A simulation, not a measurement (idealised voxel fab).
Presented below is a process module, voxel wiring stack.
Section cut is 230 nm wide and gridded with 5 nm square cells.
If you're reading a cross-section in this doc, picture square cells in a grid; it comes to you as bands, top ones listed first down to the bottom, and a band can be one or more rows of cells. The entry gives the band's vertical extent as a top height and a bottom height in nm, then its horizontal make-up as materials from left to right, each with a width in nm. "blank" stands for empty space; a single material marked "all across" fills the band edge to edge. Note: height 0 marks the level under which the wafer is uniformly one material as received. Lowest band unbounded below, written "0 and below". Width "30 to 40": first value at the band's top row of cells, second value at its bottom row, equal change from row to row. Key: "remains unaltered" - step with no changed cell in the cross-section. Look at "Unvented internal voids" for the closed voids: empty spaces with no open path to the top, sized 8 cells or up. Each is width x height at distance, distance from the left edge, all nm. Where a step's line continues beyond its settings, the continuation is a remark by the simulator itself on that step. On any step carrying a mask, the "overlay nm" setting, if present on the step's line, tells how far right of its planned place the mask lay; negative values point to the left. So the way this works: pairs, before and after one process step. The after picture only goes down to the lowest band that actually changed, nothing below. Step and its settings are under each pair. And watch out, pairs might come from different runs of this module, same starting wafer though, so a pair only follows on from the one above if its "Before this step" entry tells you so.

### Before this step
> 175 down to 150: 80 nm SiO2, then 25 nm blank, then 15 nm SiO2, then 25 nm blank, then 85 nm SiO2
> 150 down to 145: 80 nm SiN, then 25 nm blank, then 15 nm SiN, then 25 nm blank, then 85 nm SiN
> 145 down to 140: 85 nm lowk, then 5 nm TiN, then 5 nm W, then 5 nm TiN, then 130 nm lowk
> 140 down to 135: 85 nm lowk, then 15 nm TiN, then 130 nm lowk
> 135 down to 130: 85 nm SiCN, then 10 nm TiN, then 135 nm SiCN
> 130 down to 105: 80 nm lowk, then 25 nm W, then 15 nm lowk, then 25 nm W, then 85 nm lowk
> 105 down to 100: 80 nm lowk, then 25 nm TiN, then 15 nm lowk, then 25 nm TiN, then 85 nm lowk
> 100 down to 90: 80 nm lowk, then 5 nm TiN, then 5 nm Cu, then 5 nm TiN, then 135 nm lowk
> 90 down to 85: 80 nm SiCN, then 15 nm TiN, then 135 nm SiCN
> 85 down to 60: 80 nm lowk, then 5 nm TiN, then 15 nm Cu, then 5 nm TiN, then 15 nm lowk, then 5 nm TiN, then 15 nm Cu, then 5 nm TiN, then 85 nm lowk
> 60 down to 55: 80 nm SiCN, then 25 nm TiN, then 15 nm SiCN, then 25 nm TiN, then 85 nm SiCN
> 55 down to 45: 80 nm SiO2, then 5 nm TiN, then 5 nm Ru, then 5 nm TiN, then 135 nm SiO2
> 45 down to 40: 80 nm SiCN, then 15 nm TiN, then 135 nm SiCN
> 40 down to 15: 75 nm lowk, then 5 nm SiCN, then 25 nm W, then 5 nm SiCN, then 5 nm lowk, then 5 nm SiCN, then 25 nm W, then 5 nm SiCN, then 80 nm lowk
> 15 down to 10: 80 nm SiCN, then 25 nm TiN, then 15 nm SiCN, then 25 nm TiN, then 85 nm SiCN
> 10 down to 0: SiO2 all across
> 0 and below: Si all across
> Unvented internal voids: none

### Step Result
> 180 down to 175: 85 nm TiN, then 15 nm blank, then 25 nm TiN, then 15 nm blank, then 90 nm TiN
> 175 down to 150: 80 nm SiO2, then 5 nm TiN, then 15 nm blank, then 5 nm TiN, then 15 nm SiO2, then 5 nm TiN, then 15 nm blank, then 5 nm TiN, then 85 nm SiO2
> 150 down to 145: 80 nm SiN, then 25 nm TiN, then 15 nm SiN, then 25 nm TiN, then 85 nm SiN
> Note: structure below 145 unchanged.
> Unvented internal voids: none
What process step lies between the two cross-sections above? CONFORMAL_DEP with material TiN, thk nm 5

Before this step: The initial state for this step is given by the after cross-section of the immediately preceding pair.

### Step Result
> 190 down to 180: Ru all across
> 180 down to 175: 85 nm TiN, then 15 nm Ru, then 25 nm TiN, then 15 nm Ru, then 90 nm TiN
> 175 down to 150: 80 nm SiO2, then 5 nm TiN, then 15 nm Ru, then 5 nm TiN, then 15 nm SiO2, then 5 nm TiN, then 15 nm Ru, then 5 nm TiN, then 85 nm SiO2
> Note: structure below 150 unchanged.
> Unvented internal voids: none
What process step lies between the two cross-sections above? FILL_DEP with material Ru, thk nm 10

Before this step: The initial state for this step is given by the after cross-section of the immediately preceding pair.

### Step Result
> 175 down to 150: 80 nm SiO2, then 5 nm TiN, then 15 nm Ru, then 5 nm TiN, then 15 nm SiO2, then 5 nm TiN, then 15 nm Ru, then 5 nm TiN, then 85 nm SiO2
> Note: structure below 150 unchanged.
> Unvented internal voids: none
What process step lies between the two cross-sections above? CMP with height nm 175

Before this step: The initial state for this step is given by the after cross-section of the immediately preceding pair.

### Step Result
> 180 down to 175: 75 nm blank, then 35 nm Ru, then 5 nm blank, then 35 nm Ru, then 80 nm blank
> Note: structure below 175 unchanged.
> Unvented internal voids: none
What process step lies between the two cross-sections above? EPI with material Ru, thk nm 5

Before this step: The initial state for this step is given by the after cross-section of the immediately preceding pair.

### Step Result
> 185 down to 180: SiCN all across
> 180 down to 175: 75 nm SiCN, then 35 nm Ru, then 5 nm SiCN, then 35 nm Ru, then 80 nm SiCN
> Note: structure below 175 unchanged.
> Unvented internal voids: none
What process step lies between the two cross-sections above? FILL_DEP with material SiCN, thk nm 5

### Before this step
> 180 down to 175: 75 nm blank, then 35 nm Ru, then 5 nm blank, then 35 nm Ru, then 80 nm blank
> 175 down to 150: 80 nm SiO2, then 5 nm TiN, then 15 nm Ru, then 5 nm TiN, then 15 nm SiO2, then 5 nm TiN, then 15 nm Ru, then 5 nm TiN, then 85 nm SiO2
> 150 down to 145: 80 nm SiN, then 25 nm TiN, then 15 nm SiN, then 25 nm TiN, then 85 nm SiN
> 145 down to 135: 80 nm lowk, then 5 nm TiN, then 5 nm W, then 5 nm TiN, then 135 nm lowk
> 135 down to 130: 80 nm SiCN, then 15 nm TiN, then 135 nm SiCN
> 130 down to 105: 80 nm lowk, then 25 nm W, then 15 nm lowk, then 25 nm W, then 85 nm lowk
> 105 down to 100: 80 nm lowk, then 25 nm TiN, then 15 nm lowk, then 25 nm TiN, then 85 nm lowk
> 100 down to 90: 80 nm lowk, then 5 nm TiN, then 5 nm Cu, then 5 nm TiN, then 135 nm lowk
> 90 down to 85: 80 nm SiCN, then 15 nm TiN, then 135 nm SiCN
> 85 down to 60: 80 nm lowk, then 5 nm TiN, then 15 nm Cu, then 5 nm TiN, then 15 nm lowk, then 5 nm TiN, then 15 nm Cu, then 5 nm TiN, then 85 nm lowk
> 60 down to 55: 80 nm SiCN, then 25 nm TiN, then 15 nm SiCN, then 25 nm TiN, then 85 nm SiCN
> 55 down to 45: 80 nm SiO2, then 5 nm TiN, then 5 nm Ru, then 5 nm TiN, then 135 nm SiO2
> 45 down to 40: 80 nm SiCN, then 15 nm TiN, then 135 nm SiCN
> 40 down to 15: 75 nm lowk, then 5 nm SiCN, then 25 nm W, then 5 nm SiCN, then 5 nm lowk, then 5 nm SiCN, then 25 nm W, then 5 nm SiCN, then 80 nm lowk
> 15 down to 10: 80 nm SiCN, then 25 nm TiN, then 15 nm SiCN, then 25 nm TiN, then 85 nm SiCN
> 10 down to 0: SiO2 all across
> 0 and below: Si all across
> Unvented internal voids: none

### Step Result
> 185 down to 180: SiO2 all across
> 180 down to 175: 75 nm SiO2, then 35 nm Ru, then 5 nm SiO2, then 35 nm Ru, then 80 nm SiO2
> Note: structure below 175 unchanged.
> Unvented internal voids: none
What process step lies between the two cross-sections above? FILL_DEP with material SiO2, thk nm 5

### Before this step
> 40 down to 15: W all across
> 15 down to 10: TiN all across
> 10 down to 0: SiO2 all across
> 0 and below: Si all across
> Unvented internal voids: none

### Step Result
> 40 down to 15: 80 nm W, then 25 nm blank, then 15 nm W, then 25 nm blank, then 85 nm W
> Note: structure below 15 unchanged.
> Unvented internal voids: none
What process step lies between the two cross-sections above? MASKED_ETCH with tone open, mask id METAL_1, width nm 25, pitch nm 40, etch materials W, depth nm 25, overlay nm 0

Before this step: The initial state for this step is given by the after cross-section of the immediately preceding pair.

### Step Result
> 45 down to 40: 85 nm SiCN, then 15 nm blank, then 25 nm SiCN, then 15 nm blank, then 90 nm SiCN
> 40 down to 20: 80 nm W, then 5 nm SiCN, then 15 nm blank, then 5 nm SiCN, then 15 nm W, then 5 nm SiCN, then 15 nm blank, then 5 nm SiCN, then 85 nm W
> 20 down to 15: 80 nm W, then 25 nm SiCN, then 15 nm W, then 25 nm SiCN, then 85 nm W
> Note: structure below 15 unchanged.
> Unvented internal voids: none
What process step lies between the two cross-sections above? CONFORMAL_DEP with material SiCN, thk nm 5

Before this step: The initial state for this step is given by the after cross-section of the immediately preceding pair.

### Step Result
> 55 down to 45: lowk all across
> 45 down to 40: 85 nm SiCN, then 15 nm lowk, then 25 nm SiCN, then 15 nm lowk, then 90 nm SiCN
> 40 down to 20: 80 nm W, then 5 nm SiCN, then 15 nm lowk, then 5 nm SiCN, then 15 nm W, then 5 nm SiCN, then 15 nm lowk, then 5 nm SiCN, then 85 nm W
> Note: structure below 20 unchanged.
> Unvented internal voids: none
What process step lies between the two cross-sections above? FILL_DEP with material lowk, thk nm 10

Before this step: The initial state for this step is given by the after cross-section of the immediately preceding pair.

### Step Result
> 40 down to 20: 80 nm W, then 5 nm SiCN, then 15 nm lowk, then 5 nm SiCN, then 15 nm W, then 5 nm SiCN, then 15 nm lowk, then 5 nm SiCN, then 85 nm W
> Note: structure below 20 unchanged.
> Unvented internal voids: none
What process step lies between the two cross-sections above? CMP with height nm 40

Before this step: The initial state for this step is given by the after cross-section of the immediately preceding pair.

### Step Result
> 45 down to 40: SiCN all across
> Note: structure below 40 unchanged.
> Unvented internal voids: none
What process step lies between the two cross-sections above? CONFORMAL_DEP with material SiCN, thk nm 5

Before this step: The initial state for this step is given by the after cross-section of the immediately preceding pair.

### Step Result
> 55 down to 45: SiO2 all across
> Note: structure below 45 unchanged.
> Unvented internal voids: none
What process step lies between the two cross-sections above? DIRECTIONAL_DEP with material SiO2, thk nm 10

Before this step: The initial state for this step is given by the after cross-section of the immediately preceding pair.

### Step Result
> 75 down to 55: 80 nm resist, then 15 nm blank, then 135 nm resist
> Note: structure below 55 unchanged.
> Unvented internal voids: none
What process step lies between the two cross-sections above? PATTERN with tone open, mask id PLUG_1, material resist, width nm 15, thk nm 20, overlay nm 0

Before this step: The initial state for this step is given by the after cross-section of the immediately preceding pair.

### Step Result
> 75 down to 55: 80 nm resist, then 15 nm blank, then 135 nm resist
> 55 down to 45: 80 nm SiO2, then 15 nm blank, then 135 nm SiO2
> Note: structure below 45 unchanged.
> Unvented internal voids: none
What process step lies between the two cross-sections above? DIRECTIONAL_ETCH with etch materials SiO2, depth nm 10

Before this step: The initial state for this step is given by the after cross-section of the immediately preceding pair.

### Step Result
> 75 down to 55: 80 nm resist, then 15 nm blank, then 135 nm resist
> 55 down to 45: 80 nm SiO2, then 15 nm blank, then 135 nm SiO2
> 45 down to 40: 80 nm SiCN, then 15 nm blank, then 135 nm SiCN
> Note: structure below 40 unchanged.
> Unvented internal voids: none
What process step lies between the two cross-sections above? DIRECTIONAL_ETCH with etch materials SiCN, depth nm 5

Before this step: The initial state for this step is given by the after cross-section of the immediately preceding pair.

### Step Result
> 55 down to 45: 80 nm SiO2, then 15 nm blank, then 135 nm SiO2
> Note: structure below 45 unchanged.
> Unvented internal voids: none
What process step lies between the two cross-sections above? STRIP with etch materials resist

Before this step: The initial state for this step is given by the after cross-section of the immediately preceding pair.

### Step Result
> 60 down to 55: 85 nm TiN, then 5 nm blank, then 140 nm TiN
> 55 down to 45: 80 nm SiO2, then 5 nm TiN, then 5 nm blank, then 5 nm TiN, then 135 nm SiO2
> 45 down to 40: 80 nm SiCN, then 15 nm TiN, then 135 nm SiCN
> Note: structure below 40 unchanged.
> Unvented internal voids: none
What process step lies between the two cross-sections above? CONFORMAL_DEP with material TiN, thk nm 5

Before this step: The initial state for this step is given by the after cross-section of the immediately preceding pair.

### Step Result
> 65 down to 60: Ru all across
> 60 down to 55: 85 nm TiN, then 5 nm Ru, then 140 nm TiN
> 55 down to 45: 80 nm SiO2, then 5 nm TiN, then 5 nm Ru, then 5 nm TiN, then 135 nm SiO2
> Note: structure below 45 unchanged.
> Unvented internal voids: none
What process step lies between the two cross-sections above? FILL_DEP with material Ru, thk nm 5

Before this step: The initial state for this step is given by the after cross-section of the immediately preceding pair.

### Step Result
> 55 down to 45: 80 nm SiO2, then 5 nm TiN, then 5 nm Ru, then 5 nm TiN, then 135 nm SiO2
> Note: structure below 45 unchanged.
> Unvented internal voids: none
What process step lies between the two cross-sections above? CMP with height nm 55

Before this step: The initial state for this step is given by the after cross-section of the immediately preceding pair.

### Step Result
> 60 down to 55: SiCN all across
> Note: structure below 55 unchanged.
> Unvented internal voids: none
What process step lies between the two cross-sections above? CONFORMAL_DEP with material SiCN, thk nm 5

Before this step: The initial state for this step is given by the after cross-section of the immediately preceding pair.

### Step Result
> 85 down to 60: lowk all across
> Note: structure below 60 unchanged.
> Unvented internal voids: none
What process step lies between the two cross-sections above? DIRECTIONAL_DEP with material lowk, thk nm 25

Before this step: The initial state for this step is given by the after cross-section of the immediately preceding pair.

### Step Result
> 85 down to 60: 80 nm lowk, then 25 nm blank, then 15 nm lowk, then 25 nm blank, then 85 nm lowk
> Note: structure below 60 unchanged.
> Unvented internal voids: none
What process step lies between the two cross-sections above? MASKED_ETCH with tone open, mask id METAL_2, width nm 25, pitch nm 40, etch materials lowk, depth nm 25, overlay nm 0

Before this step: The initial state for this step is given by the after cross-section of the immediately preceding pair.

### Step Result
> 85 down to 60: 80 nm lowk, then 25 nm blank, then 15 nm lowk, then 25 nm blank, then 85 nm lowk
> 60 down to 55: 80 nm SiCN, then 25 nm blank, then 15 nm SiCN, then 25 nm blank, then 85 nm SiCN
> Note: structure below 55 unchanged.
> Unvented internal voids: none
What process step lies between the two cross-sections above? MASKED_ETCH with tone open, mask id METAL_2, width nm 25, pitch nm 40, etch materials SiCN, depth nm 5, overlay nm 0

Before this step: The initial state for this step is given by the after cross-section of the immediately preceding pair.

### Step Result
> 90 down to 85: 85 nm TiN, then 15 nm blank, then 25 nm TiN, then 15 nm blank, then 90 nm TiN
> 85 down to 60: 80 nm lowk, then 5 nm TiN, then 15 nm blank, then 5 nm TiN, then 15 nm lowk, then 5 nm TiN, then 15 nm blank, then 5 nm TiN, then 85 nm lowk
> 60 down to 55: 80 nm SiCN, then 25 nm TiN, then 15 nm SiCN, then 25 nm TiN, then 85 nm SiCN
> Note: structure below 55 unchanged.
> Unvented internal voids: none
What process step lies between the two cross-sections above? CONFORMAL_DEP with material TiN, thk nm 5

Before this step: The initial state for this step is given by the after cross-section of the immediately preceding pair.

### Step Result
> 95 down to 90: Cu all across
> 90 down to 85: 85 nm TiN, then 15 nm Cu, then 25 nm TiN, then 15 nm Cu, then 90 nm TiN
> 85 down to 60: 80 nm lowk, then 5 nm TiN, then 15 nm Cu, then 5 nm TiN, then 15 nm lowk, then 5 nm TiN, then 15 nm Cu, then 5 nm TiN, then 85 nm lowk
> Note: structure below 60 unchanged.
> Unvented internal voids: none
What process step lies between the two cross-sections above? FILL_DEP with material Cu, thk nm 5

Before this step: The initial state for this step is given by the after cross-section of the immediately preceding pair.

### Step Result
> 85 down to 60: 80 nm lowk, then 5 nm TiN, then 15 nm Cu, then 5 nm TiN, then 15 nm lowk, then 5 nm TiN, then 15 nm Cu, then 5 nm TiN, then 85 nm lowk
> Note: structure below 60 unchanged.
> Unvented internal voids: none
What process step lies between the two cross-sections above? CMP with height nm 85

Before this step: The initial state for this step is given by the after cross-section of the immediately preceding pair.

### Step Result
> 90 down to 85: SiCN all across
> Note: structure below 85 unchanged.
> Unvented internal voids: none
What process step lies between the two cross-sections above? CONFORMAL_DEP with material SiCN, thk nm 5

Before this step: The initial state for this step is given by the after cross-section of the immediately preceding pair.

### Step Result
> 100 down to 90: lowk all across
> Note: structure below 90 unchanged.
> Unvented internal voids: none
What process step lies between the two cross-sections above? DIRECTIONAL_DEP with material lowk, thk nm 10

Before this step: The initial state for this step is given by the after cross-section of the immediately preceding pair.

### Step Result
> 100 down to 90: 80 nm lowk, then 15 nm blank, then 135 nm lowk
> Note: structure below 90 unchanged.
> Unvented internal voids: none
What process step lies between the two cross-sections above? MASKED_ETCH with tone open, mask id PLUG_2, width nm 15, etch materials lowk, depth nm 10, overlay nm 0

Before this step: The initial state for this step is given by the after cross-section of the immediately preceding pair.

### Step Result
> 100 down to 90: 80 nm lowk, then 15 nm blank, then 135 nm lowk
> 90 down to 85: 80 nm SiCN, then 15 nm blank, then 135 nm SiCN
> Note: structure below 85 unchanged.
> Unvented internal voids: none
What process step lies between the two cross-sections above? MASKED_ETCH with tone open, mask id PLUG_2, width nm 15, etch materials SiCN, depth nm 5, overlay nm 0

Before this step: The initial state for this step is given by the after cross-section of the immediately preceding pair.

### Step Result
> 105 down to 100: 85 nm TiN, then 5 nm blank, then 140 nm TiN
> 100 down to 90: 80 nm lowk, then 5 nm TiN, then 5 nm blank, then 5 nm TiN, then 135 nm lowk
> 90 down to 85: 80 nm SiCN, then 15 nm TiN, then 135 nm SiCN
> Note: structure below 85 unchanged.
> Unvented internal voids: none
What process step lies between the two cross-sections above? CONFORMAL_DEP with material TiN, thk nm 5

Before this step: The initial state for this step is given by the after cross-section of the immediately preceding pair.

### Step Result
> 110 down to 105: Cu all across
> 105 down to 100: 85 nm TiN, then 5 nm Cu, then 140 nm TiN
> 100 down to 90: 80 nm lowk, then 5 nm TiN, then 5 nm Cu, then 5 nm TiN, then 135 nm lowk
> Note: structure below 90 unchanged.
> Unvented internal voids: none
What process step lies between the two cross-sections above? FILL_DEP with material Cu, thk nm 5

Before this step: The initial state for this step is given by the after cross-section of the immediately preceding pair.

### Step Result
> 100 down to 90: 80 nm lowk, then 5 nm TiN, then 5 nm Cu, then 5 nm TiN, then 135 nm lowk
> Note: structure below 90 unchanged.
> Unvented internal voids: none
What process step lies between the two cross-sections above? CMP with height nm 100

Before this step: The initial state for this step is given by the after cross-section of the immediately preceding pair.

### Step Result
> 105 down to 100: TiN all across
> Note: structure below 100 unchanged.
> Unvented internal voids: none
What process step lies between the two cross-sections above? DIRECTIONAL_DEP with material TiN, thk nm 5

Before this step: The initial state for this step is given by the after cross-section of the immediately preceding pair.

### Step Result
> 130 down to 105: W all across
> Note: structure below 105 unchanged.
> Unvented internal voids: none
What process step lies between the two cross-sections above? DIRECTIONAL_DEP with material W, thk nm 25

Before this step: The initial state for this step is given by the after cross-section of the immediately preceding pair.

### Step Result
> 140 down to 130: aC all across
> Note: structure below 130 unchanged.
> Unvented internal voids: none
What process step lies between the two cross-sections above? DIRECTIONAL_DEP with material aC, thk nm 10

Before this step: The initial state for this step is given by the after cross-section of the immediately preceding pair.

### Step Result
> 165 down to 140: 80 nm blank, then 25 nm resist, then 15 nm blank, then 25 nm resist, then 85 nm blank
> Note: structure below 140 unchanged.
> Unvented internal voids: none
What process step lies between the two cross-sections above? PATTERN with tone cover, mask id METAL_3, material resist, width nm 25, pitch nm 40, thk nm 25, overlay nm 0

Before this step: The initial state for this step is given by the after cross-section of the immediately preceding pair.

### Step Result
> 155 down to 140: 80 nm blank, then 25 nm resist, then 15 nm blank, then 25 nm resist, then 85 nm blank
> 140 down to 130: 80 nm blank, then 25 nm aC, then 15 nm blank, then 25 nm aC, then 85 nm blank
> Note: structure below 130 unchanged.
> Unvented internal voids: none
What process step lies between the two cross-sections above? DIRECTIONAL_ETCH with etch materials aC, depth nm 10

Before this step: The initial state for this step is given by the after cross-section of the immediately preceding pair.

### Step Result
> 140 down to 130: 80 nm blank, then 25 nm aC, then 15 nm blank, then 25 nm aC, then 85 nm blank
> Note: structure below 130 unchanged.
> Unvented internal voids: none
What process step lies between the two cross-sections above? STRIP with etch materials resist

Before this step: The initial state for this step is given by the after cross-section of the immediately preceding pair.

### Step Result
> 140 down to 130: 80 nm blank, then 25 nm aC, then 15 nm blank, then 25 nm aC, then 85 nm blank
> 130 down to 105: 80 nm blank, then 25 nm W, then 15 nm blank, then 25 nm W, then 85 nm blank
> Note: structure below 105 unchanged.
> Unvented internal voids: none
What process step lies between the two cross-sections above? DIRECTIONAL_ETCH with etch materials W, depth nm 25

Before this step: The initial state for this step is given by the after cross-section of the immediately preceding pair.

### Step Result
> 140 down to 130: 80 nm blank, then 25 nm aC, then 15 nm blank, then 25 nm aC, then 85 nm blank
> 130 down to 105: 80 nm blank, then 25 nm W, then 15 nm blank, then 25 nm W, then 85 nm blank
> 105 down to 100: 80 nm blank, then 25 nm TiN, then 15 nm blank, then 25 nm TiN, then 85 nm blank
> Note: structure below 100 unchanged.
> Unvented internal voids: none
What process step lies between the two cross-sections above? DIRECTIONAL_ETCH with etch materials TiN, depth nm 5

Before this step: The initial state for this step is given by the after cross-section of the immediately preceding pair.

### Step Result
> 130 down to 105: 80 nm blank, then 25 nm W, then 15 nm blank, then 25 nm W, then 85 nm blank
> Note: structure below 105 unchanged.
> Unvented internal voids: none
What process step lies between the two cross-sections above? STRIP with etch materials aC

Before this step: The initial state for this step is given by the after cross-section of the immediately preceding pair.

### Step Result
> 140 down to 130: lowk all across
> 130 down to 105: 80 nm lowk, then 25 nm W, then 15 nm lowk, then 25 nm W, then 85 nm lowk
> 105 down to 100: 80 nm lowk, then 25 nm TiN, then 15 nm lowk, then 25 nm TiN, then 85 nm lowk
> Note: structure below 100 unchanged.
> Unvented internal voids: none
What process step lies between the two cross-sections above? FILL_DEP with material lowk, thk nm 10

Before this step: The initial state for this step is given by the after cross-section of the immediately preceding pair.

### Step Result
> 130 down to 105: 80 nm lowk, then 25 nm W, then 15 nm lowk, then 25 nm W, then 85 nm lowk
> Note: structure below 105 unchanged.
> Unvented internal voids: none
What process step lies between the two cross-sections above? CMP with height nm 130

Before this step: The initial state for this step is given by the after cross-section of the immediately preceding pair.

### Step Result
> 135 down to 130: SiCN all across
> Note: structure below 130 unchanged.
> Unvented internal voids: none
What process step lies between the two cross-sections above? CONFORMAL_DEP with material SiCN, thk nm 5

Before this step: The initial state for this step is given by the after cross-section of the immediately preceding pair.

### Step Result
> 145 down to 135: lowk all across
> Note: structure below 135 unchanged.
> Unvented internal voids: none
What process step lies between the two cross-sections above? DIRECTIONAL_DEP with material lowk, thk nm 10

Before this step: The initial state for this step is given by the after cross-section of the immediately preceding pair.

### Step Result
> 145 down to 135: 80 nm lowk, then 15 nm blank, then 135 nm lowk
> Note: structure below 135 unchanged.
> Unvented internal voids: none
What process step lies between the two cross-sections above? MASKED_ETCH with tone open, mask id PLUG_3, width nm 15, etch materials lowk, depth nm 10, overlay nm 0

Before this step: The initial state for this step is given by the after cross-section of the immediately preceding pair.

### Step Result
> 145 down to 135: 80 nm lowk, then 15 nm blank, then 135 nm lowk
> 135 down to 130: 80 nm SiCN, then 15 nm blank, then 135 nm SiCN
> Note: structure below 130 unchanged.
> Unvented internal voids: none
What process step lies between the two cross-sections above? MASKED_ETCH with tone open, mask id PLUG_3, width nm 15, etch materials SiCN, depth nm 5, overlay nm 0

Before this step: The initial state for this step is given by the after cross-section of the immediately preceding pair.

### Step Result
> 150 down to 145: 85 nm TiN, then 5 nm blank, then 140 nm TiN
> 145 down to 135: 80 nm lowk, then 5 nm TiN, then 5 nm blank, then 5 nm TiN, then 135 nm lowk
> 135 down to 130: 80 nm SiCN, then 15 nm TiN, then 135 nm SiCN
> Note: structure below 130 unchanged.
> Unvented internal voids: none
What process step lies between the two cross-sections above? CONFORMAL_DEP with material TiN, thk nm 5

Before this step: The initial state for this step is given by the after cross-section of the immediately preceding pair.

### Step Result
> 160 down to 150: W all across
> 150 down to 145: 85 nm TiN, then 5 nm W, then 140 nm TiN
> 145 down to 135: 80 nm lowk, then 5 nm TiN, then 5 nm W, then 5 nm TiN, then 135 nm lowk
> Note: structure below 135 unchanged.
> Unvented internal voids: none
What process step lies between the two cross-sections above? FILL_DEP with material W, thk nm 10

Before this step: The initial state for this step is given by the after cross-section of the immediately preceding pair.

### Step Result
> 145 down to 135: 80 nm lowk, then 5 nm TiN, then 5 nm W, then 5 nm TiN, then 135 nm lowk
> Note: structure below 135 unchanged.
> Unvented internal voids: none
What process step lies between the two cross-sections above? CMP with height nm 145

Before this step: The initial state for this step is given by the after cross-section of the immediately preceding pair.

### Step Result
> 150 down to 145: SiN all across
> Note: structure below 145 unchanged.
> Unvented internal voids: none
What process step lies between the two cross-sections above? CONFORMAL_DEP with material SiN, thk nm 5

Before this step: The initial state for this step is given by the after cross-section of the immediately preceding pair.

### Step Result
> 175 down to 150: SiO2 all across
> Note: structure below 150 unchanged.
> Unvented internal voids: none
What process step lies between the two cross-sections above? DIRECTIONAL_DEP with material SiO2, thk nm 25

Before this step: The initial state for this step is given by the after cross-section of the immediately preceding pair.

### Step Result
> 175 down to 150: 80 nm SiO2, then 25 nm blank, then 15 nm SiO2, then 25 nm blank, then 85 nm SiO2
> Note: structure below 150 unchanged.
> Unvented internal voids: none
What process step lies between the two cross-sections above? MASKED_ETCH with tone open, mask id METAL_4, width nm 25, pitch nm 40, etch materials SiO2, depth nm 25, overlay nm 0

Before this step: The initial state for this step is given by the after cross-section of the immediately preceding pair.

### Step Result
> 175 down to 150: 80 nm SiO2, then 25 nm blank, then 15 nm SiO2, then 25 nm blank, then 85 nm SiO2
> 150 down to 145: 80 nm SiN, then 25 nm blank, then 15 nm SiN, then 25 nm blank, then 85 nm SiN
> Note: structure below 145 unchanged.
> Unvented internal voids: none
What process step lies between the two cross-sections above? MASKED_ETCH with tone open, mask id METAL_4, width nm 25, pitch nm 40, etch materials SiN, depth nm 5, overlay nm 0

Before this step: The initial state for this step is given by the after cross-section of the immediately preceding pair.

### Step Result
> 180 down to 175: 85 nm TiN, then 15 nm blank, then 25 nm TiN, then 15 nm blank, then 90 nm TiN
> 175 down to 150: 80 nm SiO2, then 5 nm TiN, then 15 nm blank, then 5 nm TiN, then 15 nm SiO2, then 5 nm TiN, then 15 nm blank, then 5 nm TiN, then 85 nm SiO2
> 150 down to 145: 80 nm SiN, then 25 nm TiN, then 15 nm SiN, then 25 nm TiN, then 85 nm SiN
> Note: structure below 145 unchanged.
> Unvented internal voids: none
What process step lies between the two cross-sections above? CONFORMAL_DEP with material TiN, thk nm 5

Before this step: The initial state for this step is given by the after cross-section of the immediately preceding pair.

### Step Result
> 190 down to 180: Ru all across
> 180 down to 175: 85 nm TiN, then 15 nm Ru, then 25 nm TiN, then 15 nm Ru, then 90 nm TiN
> 175 down to 150: 80 nm SiO2, then 5 nm TiN, then 15 nm Ru, then 5 nm TiN, then 15 nm SiO2, then 5 nm TiN, then 15 nm Ru, then 5 nm TiN, then 85 nm SiO2
> Note: structure below 150 unchanged.
> Unvented internal voids: none
What process step lies between the two cross-sections above? FILL_DEP with material Ru, thk nm 10

Before this step: The initial state for this step is given by the after cross-section of the immediately preceding pair.

### Step Result
> 175 down to 150: 80 nm SiO2, then 5 nm TiN, then 15 nm Ru, then 5 nm TiN, then 15 nm SiO2, then 5 nm TiN, then 15 nm Ru, then 5 nm TiN, then 85 nm SiO2
> Note: structure below 150 unchanged.
> Unvented internal voids: none
What process step lies between the two cross-sections above? CMP with height nm 175

Before this step: The initial state for this step is given by the after cross-section of the immediately preceding pair.

### Step Result
> 180 down to 175: 75 nm blank, then 35 nm Ru, then 5 nm blank, then 35 nm Ru, then 80 nm blank
> Note: structure below 175 unchanged.
> Unvented internal voids: none
What process step lies between the two cross-sections above? EPI with material Ru, thk nm 5

Before this step: The initial state for this step is given by the after cross-section of the immediately preceding pair.

### Step Result
> 185 down to 180: SiCN all across
> 180 down to 175: 75 nm SiCN, then 35 nm Ru, then 5 nm SiCN, then 35 nm Ru, then 80 nm SiCN
> Note: structure below 175 unchanged.
> Unvented internal voids: none
What process step lies between the two cross-sections above? FILL_DEP with material SiCN, thk nm 5
